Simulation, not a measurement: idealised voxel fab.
The process module presented herein is designated voxel gate over fins.
Shown is cross-section cut, with a width of 255 nm and square cells of size 5 nm.
Cross-section format: a grid of square cells, given as bands from top to bottom; each band is one or more rows of cells.
Basically the band line says how high the top is and how high the bottom is, in nm, and then what's in it from left to right, every material with its width in nm. Empty space shows up as "empty", and if a single material carries "all across" it runs the full band edge to edge.
All heights in this document are referenced to 0, defined as the level beneath which the wafer, as received, consists entirely of one material. The lowest band is not bounded below; it extends indefinitely downward and is written in the form "z 0 and below".
A width given as "30->40" starts at the first number in the band's top row and ends at the second number in its bottom row, shifting by an equal amount at every step from row to row.
You'll sometimes find "everything unchanged" written for a step, and that's the way of saying that nowhere in the cross-section did a cell change during that step.
The entry "Enclosed cavity list" lists the empty spaces that cover at least 8 cells and have no open path to the top. Each is written as width x height at distance, where the distance is measured from the left edge and all three values are in nm.
Formally, on a step line, whatever follows the settings is a remark that the simulator itself makes on the step.
When a step includes a mask, the "overlay nm" setting on its line states how far to the right of its planned place that mask lay, and negative values state how far to the left.
The steps planned for the process are as follows:
1 RECEIVE with material Si
2 CONFORMAL_DEP with material SiN, thk nm 10
3 MASKED_ETCH with tone cover, mask id FINS, width nm 15, pitch nm 50, etch materials SiN, depth nm 10, overlay nm 0
4 MASKED_ETCH with tone cover, mask id FINS, width nm 15, pitch nm 50, etch materials Si, depth nm 35, overlay nm 0
5 OXIDIZE with depth nm 5
6 FILL_DEP with material SiO2, thk nm 15
7 CMP with height nm 10
8 DIRECTIONAL_DEP with material aC, thk nm 10
9 PATTERN with tone open, mask id RAIL, material resist, width nm 15, thk nm 30, overlay nm 0
10 DIRECTIONAL_ETCH with etch materials aC, depth nm 10
11 STRIP with etch materials resist
12 DIRECTIONAL_ETCH with etch materials SiO2, depth nm 40
13 STRIP with etch materials aC
14 CONFORMAL_DEP with material TiN, thk nm 5
15 FILL_DEP with material W, thk nm 10
16 CMP with height nm 10
17 SELECTIVE_ETCH with etch materials W Ru TiN, depth nm 30
18 FILL_DEP with material SiO2, thk nm 5
19 CMP with height nm 10
20 SELECTIVE_ETCH with etch materials SiO2, depth nm 20
21 STRIP with etch materials SiN
22 CONFORMAL_DEP with material HfO2, thk nm 5
23 CONFORMAL_DEP with material TiN, thk nm 5
24 CONFORMAL_DEP with material TiAl, thk nm 5
25 CONFORMAL_DEP with material TiN, thk nm 5
26 FILL_DEP with material W, thk nm 15
27 CMP with height nm 30
28 CONFORMAL_DEP with material SiN, thk nm 5
First wafer of two (run as planned):
Step 1 complete: cross-section of the wafer as received:
- z 0 and below: Si all across
- Enclosed cavity list: none
State of the wafer after step 2, shown in cross-section:
- z 10 to 0: SiN all across
- Note: structure below 0 unchanged.
State of the wafer after step 3, shown in cross-section:
- z 10 to 0: empty 95 nm  SiN 15 nm  empty 35 nm  SiN 15 nm  empty 95 nm
- Note: structure below 0 unchanged.
State of the wafer after step 4, shown in cross-section:
- z 10 to 0: empty 95 nm  SiN 15 nm  empty 35 nm  SiN 15 nm  empty 95 nm
- z 0 to -35: empty 95 nm  Si 15 nm  empty 35 nm  Si 15 nm  empty 95 nm
- Note: structure below -35 unchanged.
State of the wafer after step 5, shown in cross-section:
- z 10 to 0: empty 95 nm  SiN 15 nm  empty 35 nm  SiN 15 nm  empty 95 nm
- z 0 to -35: empty 95 nm  SiO2 5 nm  Si 5 nm  SiO2 5 nm  empty 35 nm  SiO2 5 nm  Si 5 nm  SiO2 5 nm  empty 95 nm
- z -35 to -40: SiO2 100 nm  Si 5 nm  SiO2 45 nm  Si 5 nm  SiO2 100 nm
- Note: structure below -40 unchanged.
State of the wafer after step 6, shown in cross-section:
- z 25 to 10: SiO2 all across
- z 10 to 0: SiO2 95 nm  SiN 15 nm  SiO2 35 nm  SiN 15 nm  SiO2 95 nm
- z 0 to -40: SiO2 100 nm  Si 5 nm  SiO2 45 nm  Si 5 nm  SiO2 100 nm
- Note: structure below -40 unchanged.
State of the wafer after step 7, shown in cross-section:
- z 10 to 0: SiO2 95 nm  SiN 15 nm  SiO2 35 nm  SiN 15 nm  SiO2 95 nm
- Note: structure below 0 unchanged.
State of the wafer after step 8, shown in cross-section:
- z 20 to 10: aC all across
- Note: structure below 10 unchanged.
State of the wafer after step 9, shown in cross-section:
- z 50 to 20: resist 120 nm  empty 15 nm  resist 120 nm
- Note: structure below 20 unchanged.
State of the wafer after step 10, shown in cross-section:
- z 40 to 20: resist 120 nm  empty 15 nm  resist 120 nm
- z 20 to 10: aC 120 nm  empty 15 nm  aC 120 nm
- Note: structure below 10 unchanged.
State of the wafer after step 11, shown in cross-section:
- z 20 to 10: aC 120 nm  empty 15 nm  aC 120 nm
- Note: structure below 10 unchanged.
State of the wafer after step 12, shown in cross-section:
- z 20 to 10: aC 120 nm  empty 15 nm  aC 120 nm
- z 10 to 0: SiO2 95 nm  SiN 15 nm  SiO2 10 nm  empty 15 nm  SiO2 10 nm  SiN 15 nm  SiO2 95 nm
- z 0 to -30: SiO2 100 nm  Si 5 nm  SiO2 15 nm  empty 15 nm  SiO2 15 nm  Si 5 nm  SiO2 100 nm
- Note: structure below -30 unchanged.
State of the wafer after step 13, shown in cross-section:
- z 10 to 0: SiO2 95 nm  SiN 15 nm  SiO2 10 nm  empty 15 nm  SiO2 10 nm  SiN 15 nm  SiO2 95 nm
- Note: structure below 0 unchanged.
State of the wafer after step 14, shown in cross-section:
- z 15 to 10: TiN 125 nm  empty 5 nm  TiN 125 nm
- z 10 to 0: SiO2 95 nm  SiN 15 nm  SiO2 10 nm  TiN 5 nm  empty 5 nm  TiN 5 nm  SiO2 10 nm  SiN 15 nm  SiO2 95 nm
- z 0 to -25: SiO2 100 nm  Si 5 nm  SiO2 15 nm  TiN 5 nm  empty 5 nm  TiN 5 nm  SiO2 15 nm  Si 5 nm  SiO2 100 nm
- z -25 to -30: SiO2 100 nm  Si 5 nm  SiO2 15 nm  TiN 15 nm  SiO2 15 nm  Si 5 nm  SiO2 100 nm
- Note: structure below -30 unchanged.
State of the wafer after step 15, shown in cross-section:
- z 25 to 15: W all across
- z 15 to 10: TiN 125 nm  W 5 nm  TiN 125 nm
- z 10 to 0: SiO2 95 nm  SiN 15 nm  SiO2 10 nm  TiN 5 nm  W 5 nm  TiN 5 nm  SiO2 10 nm  SiN 15 nm  SiO2 95 nm
- z 0 to -25: SiO2 100 nm  Si 5 nm  SiO2 15 nm  TiN 5 nm  W 5 nm  TiN 5 nm  SiO2 15 nm  Si 5 nm  SiO2 100 nm
- Note: structure below -25 unchanged.
State of the wafer after step 16, shown in cross-section:
- z 10 to 0: SiO2 95 nm  SiN 15 nm  SiO2 10 nm  TiN 5 nm  W 5 nm  TiN 5 nm  SiO2 10 nm  SiN 15 nm  SiO2 95 nm
- Note: structure below 0 unchanged.
State of the wafer after step 17, shown in cross-section:
- z 10 to 0: SiO2 95 nm  SiN 15 nm  SiO2 10 nm  empty 15 nm  SiO2 10 nm  SiN 15 nm  SiO2 95 nm
- z 0 to -20: SiO2 100 nm  Si 5 nm  SiO2 15 nm  empty 15 nm  SiO2 15 nm  Si 5 nm  SiO2 100 nm
- Note: structure below -20 unchanged.
State of the wafer after step 18, shown in cross-section:
- z 15 to 10: SiO2 all across
- z 10 to 0: SiO2 95 nm  SiN 15 nm  SiO2 35 nm  SiN 15 nm  SiO2 95 nm
- z 0 to -20: SiO2 100 nm  Si 5 nm  SiO2 45 nm  Si 5 nm  SiO2 100 nm
- Note: structure below -20 unchanged.
State of the wafer after step 19, shown in cross-section:
- z 10 to 0: SiO2 95 nm  SiN 15 nm  SiO2 35 nm  SiN 15 nm  SiO2 95 nm
- Note: structure below 0 unchanged.
State of the wafer after step 20, shown in cross-section:
- z 10 to 0: empty 95 nm  SiN 15 nm  empty 35 nm  SiN 15 nm  empty 95 nm
- z 0 to -10: empty 100 nm  Si 5 nm  empty 45 nm  Si 5 nm  empty 100 nm
- Note: structure below -10 unchanged.
State of the wafer after step 21, shown in cross-section:
- z 0 to -10: empty 100 nm  Si 5 nm  empty 45 nm  Si 5 nm  empty 100 nm
- Note: structure below -10 unchanged.
State of the wafer after step 22, shown in cross-section:
- z 5 to 0: empty 95 nm  HfO2 15 nm  empty 35 nm  HfO2 15 nm  empty 95 nm
- z 0 to -5: empty 95 nm  HfO2 5 nm  Si 5 nm  HfO2 5 nm  empty 35 nm  HfO2 5 nm  Si 5 nm  HfO2 5 nm  empty 95 nm
- z -5 to -10: HfO2 100 nm  Si 5 nm  HfO2 45 nm  Si 5 nm  HfO2 100 nm
- Note: structure below -10 unchanged.
State of the wafer after step 23, shown in cross-section:
- z 10 to 5: empty 90 nm  TiN 25 nm  empty 25 nm  TiN 25 nm  empty 90 nm
- z 5 to 0: empty 90 nm  TiN 5 nm  HfO2 15 nm  TiN 5 nm  empty 25 nm  TiN 5 nm  HfO2 15 nm  TiN 5 nm  empty 90 nm
- z 0 to -5: TiN 95 nm  HfO2 5 nm  Si 5 nm  HfO2 5 nm  TiN 35 nm  HfO2 5 nm  Si 5 nm  HfO2 5 nm  TiN 95 nm
- Note: structure below -5 unchanged.
State of the wafer after step 24, shown in cross-section:
- z 15 to 10: empty 85 nm  TiAl 35 nm  empty 15 nm  TiAl 35 nm  empty 85 nm
- z 10 to 5: empty 85 nm  TiAl 5 nm  TiN 25 nm  TiAl 5 nm  empty 15 nm  TiAl 5 nm  TiN 25 nm  TiAl 5 nm  empty 85 nm
- z 5 to 0: TiAl 90 nm  TiN 5 nm  HfO2 15 nm  TiN 5 nm  TiAl 25 nm  TiN 5 nm  HfO2 15 nm  TiN 5 nm  TiAl 90 nm
- Note: structure below 0 unchanged.
State of the wafer after step 25, shown in cross-section:
- z 20 to 15: empty 80 nm  TiN 45 nm  empty 5 nm  TiN 45 nm  empty 80 nm
- z 15 to 10: empty 80 nm  TiN 5 nm  TiAl 35 nm  TiN 5 nm  empty 5 nm  TiN 5 nm  TiAl 35 nm  TiN 5 nm  empty 80 nm
- z 10 to 5: TiN 85 nm  TiAl 5 nm  TiN 25 nm  TiAl 5 nm  TiN 15 nm  TiAl 5 nm  TiN 25 nm  TiAl 5 nm  TiN 85 nm
- Note: structure below 5 unchanged.
State of the wafer after step 26, shown in cross-section:
- z 35 to 20: W all across
- z 20 to 15: W 80 nm  TiN 45 nm  W 5 nm  TiN 45 nm  W 80 nm
- z 15 to 10: W 80 nm  TiN 5 nm  TiAl 35 nm  TiN 5 nm  W 5 nm  TiN 5 nm  TiAl 35 nm  TiN 5 nm  W 80 nm
- Note: structure below 10 unchanged.
State of the wafer after step 27, shown in cross-section:
- z 30 to 20: W all across
- Note: structure below 20 unchanged.
State of the wafer after step 28, shown in cross-section:
- z 35 to 30: SiN all across
- Note: structure below 30 unchanged.
Here the second wafer is described. Its start and its plan were those of the first wafer. Its run contained one mistake. Up to and including step 26, it did exactly what the first wafer did:
Cross-sectional view of the second wafer at the intended end time of process step 27:
- z 25 to 20: W all across
- Note: structure below 20 unchanged.
Cross-sectional view of the second wafer at the intended end time of process step 28:
- z 30 to 25: SiN all across
- Note: structure below 25 unchanged.
What was the processing mistake? contrary to plan, step 27 was performed as CMP with height nm 25
The closing comparison, in cells, has the second wafer with more or fewer of some materials than the first: -51 W
